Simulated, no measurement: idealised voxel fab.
Presented below is a process module, voxel transistor to metal.
It is cross-section cut that appears here, measuring 170 nm in width, its square cells being 5 nm in size.
Square cells in a grid make up a cross-section in this document, and the grid is given as bands, listed from the top down, each one or more rows of cells.
It is stipulated that each band's entry specify, in nanometres, the height of the top of the band and then that of its bottom, followed by the materials of the band in left-to-right sequence, each together with its width in nanometres. A single material marked by the word "full width" is understood to fill the band from edge to edge; the word "air" is understood to denote empty space.
Measure heights from 0. That's the level where, below it, the as-received wafer is all one material. The lowest band is bottomless and extends downward; write it as in "from 0 down".
A two-number width, for instance "30 to 40", indicates that the width is equal to the first number in the top row of the band and to the second number in the bottom row, and that it changes by a constant amount per row of cells.
For the purposes of this document, the phrase "nothing altered" attached to a step denotes that no cell within the cross-section was modified by that step.
Empty spaces without an open route to the top, at least 8 cells in extent, make up the entry "Closed void entries"; each is given as width x height at distance, where the distance is measured from the left edge, and all are in nm.
Post-settings text on a step line: simulator's own remark regarding the step.
Steps that use a mask can have "overlay nm" on their line. It says how far the mask sat to the right of where it was meant to be. Negative means to the left.
[Steps planned for the process]
- 1: RECEIVE,material Si
- 2: CONFORMAL_DEP,material SiO2,thk nm 5
- 3: CONFORMAL_DEP,material SiN,thk nm 15
- 4: PATTERN,tone cover,mask id ACTIVE,material resist,width nm 85,thk nm 20,overlay nm 0
- 5: DIRECTIONAL_ETCH,etch materials SiN,depth nm 15
- 6: DIRECTIONAL_ETCH,etch materials SiO2,depth nm 5
- 7: DIRECTIONAL_ETCH,etch materials Si,depth nm 25
- 8: STRIP,etch materials resist
- 9: OXIDIZE,depth nm 5
- 10: FILL_DEP,material SiO2,thk nm 5
- 11: CMP,height nm 20
- 12: SELECTIVE_ETCH,etch materials SiO2,depth nm 5
- 13: STRIP,etch materials SiN
- 14: SELECTIVE_ETCH,etch materials SiO2,depth nm 5
- 15: OXIDIZE,depth nm 5
- 16: DIRECTIONAL_DEP,material polySi,thk nm 25
- 17: DIRECTIONAL_DEP,material SiCN,thk nm 15
- 18: PATTERN,tone cover,mask id GATE,material resist,width nm 15,thk nm 20,overlay nm 0
- 19: DIRECTIONAL_ETCH,etch materials SiCN,depth nm 25
- 20: DIRECTIONAL_ETCH,etch materials polySi,depth nm 35
- 21: STRIP,etch materials resist
- 22: CONFORMAL_DEP,material SiN,thk nm 10
- 23: DIRECTIONAL_ETCH,etch materials SiN,depth nm 10
- 24: DIRECTIONAL_ETCH,etch materials SiO2,depth nm 5
- 25: DIRECTIONAL_ETCH,etch materials Si,depth nm 15
- 26: EPI,material nSi,thk nm 15
- 27: FILL_DEP,material SiO2,thk nm 5
- 28: CMP,height nm 40
- 29: DIRECTIONAL_DEP,material SiO2,thk nm 15
- 30: MASKED_ETCH,tone open,mask id CONTACT,width nm 15,pitch nm 60,etch materials SiO2,depth nm 60,overlay nm 0
- 31: CONFORMAL_DEP,material TiN,thk nm 5
- 32: FILL_DEP,material Ru,thk nm 5
- 33: CMP,height nm 55
- 34: DIRECTIONAL_DEP,material TiN,thk nm 5
- 35: DIRECTIONAL_DEP,material Ru,thk nm 15
- 36: MASKED_ETCH,tone cover,mask id METAL_1,width nm 15,pitch nm 60,etch materials Ru,depth nm 15,overlay nm 0
- 37: MASKED_ETCH,tone cover,mask id METAL_1,width nm 15,pitch nm 60,etch materials TiN,depth nm 5,overlay nm 0
- 38: FILL_DEP,material lowk,thk nm 10
- 39: CMP,height nm 75
- 40: CONFORMAL_DEP,material SiCN,thk nm 5
- 41: DIRECTIONAL_DEP,material SiO2,thk nm 25
- 42: PATTERN,tone open,mask id METAL_2,material resist,width nm 15,pitch nm 60,thk nm 15,overlay nm 0
- 43: DIRECTIONAL_ETCH,etch materials SiO2,depth nm 15
- 44: STRIP,etch materials resist
- 45: DIRECTIONAL_DEP,material aC,thk nm 15
- 46: PATTERN,tone open,mask id METAL_2_HOLES,material resist,width nm 15,pitch nm 60,thk nm 35,overlay nm 0
- 47: DIRECTIONAL_ETCH,etch materials aC,depth nm 15
- 48: STRIP,etch materials resist
- 49: DIRECTIONAL_ETCH,etch materials SiO2,depth nm 10
- 50: DIRECTIONAL_ETCH,etch materials SiCN,depth nm 5
- 51: STRIP,etch materials aC
- 52: CONFORMAL_DEP,material TiN,thk nm 5
- 53: FILL_DEP,material Ru,thk nm 5
- 54: CMP,height nm 105
- 55: CONFORMAL_DEP,material SiCN,thk nm 5
[Wafer as received: cross-section following step 1]
- from 0 down: Si full width
- Closed void entries: none
[The cross-section shown corresponds to the wafer at the conclusion of the module. The initial structure and the process plan are those presented above; however, one mistake occurred in executing the plan]
- from 110 to 105: SiCN full width
- from 105 to 80: 45 of SiO2 | 5 of TiN | 5 of Ru | 5 of TiN | 45 of SiO2 | 5 of TiN | 5 of Ru | 5 of TiN | 50 of SiO2
- from 80 to 75: 45 of SiCN | 15 of TiN | 45 of SiCN | 15 of TiN | 50 of SiCN
- from 75 to 60: 45 of lowk | 15 of Ru | 45 of lowk | 15 of Ru | 50 of lowk
- from 60 to 55: 45 of lowk | 15 of TiN | 45 of lowk | 15 of TiN | 50 of lowk
- from 55 to 40: 45 of SiO2 | 5 of TiN | 5 of Ru | 5 of TiN | 45 of SiO2 | 5 of TiN | 5 of Ru | 5 of TiN | 50 of SiO2
- from 40 to 30: 45 of SiO2 | 5 of TiN | 5 of Ru | 5 of TiN | 5 of SiO2 | 10 of SiN | 15 of SiCN | 10 of SiN | 5 of SiO2 | 5 of TiN | 5 of Ru | 5 of TiN | 50 of SiO2
- from 30 to 25: 45 of SiO2 | 15 of TiN | 5 of SiO2 | 10 of SiN | 15 of SiCN | 10 of SiN | 5 of SiO2 | 15 of TiN | 50 of SiO2
- from 25 to 10: 45 of SiO2 | 5 of TiN | 15 of SiO2 | 10 of SiN | 15 of polySi | 10 of SiN | 15 of SiO2 | 5 of TiN | 50 of SiO2
- from 10 to 0: 35 of SiO2 | 10 of SiN | 5 of SiO2 | 15 of nSi | 10 of SiN | 15 of polySi | 10 of SiN | 15 of nSi | 5 of SiO2 | 10 of SiN | 40 of SiO2
- from 0 to -5: 50 of SiO2 | 15 of nSi | 35 of SiO2 | 15 of nSi | 55 of SiO2
- from -5 to -20: 45 of SiO2 | 20 of nSi | 35 of Si | 20 of nSi | 50 of SiO2
- from -20 to -30: 45 of SiO2 | 75 of Si | 50 of SiO2
- from -30 down: Si full width
- Closed void entries: none
Which mistake was made when the wafer was run? contrary to the plan, steps 29 and 30 were processed in exchanged order
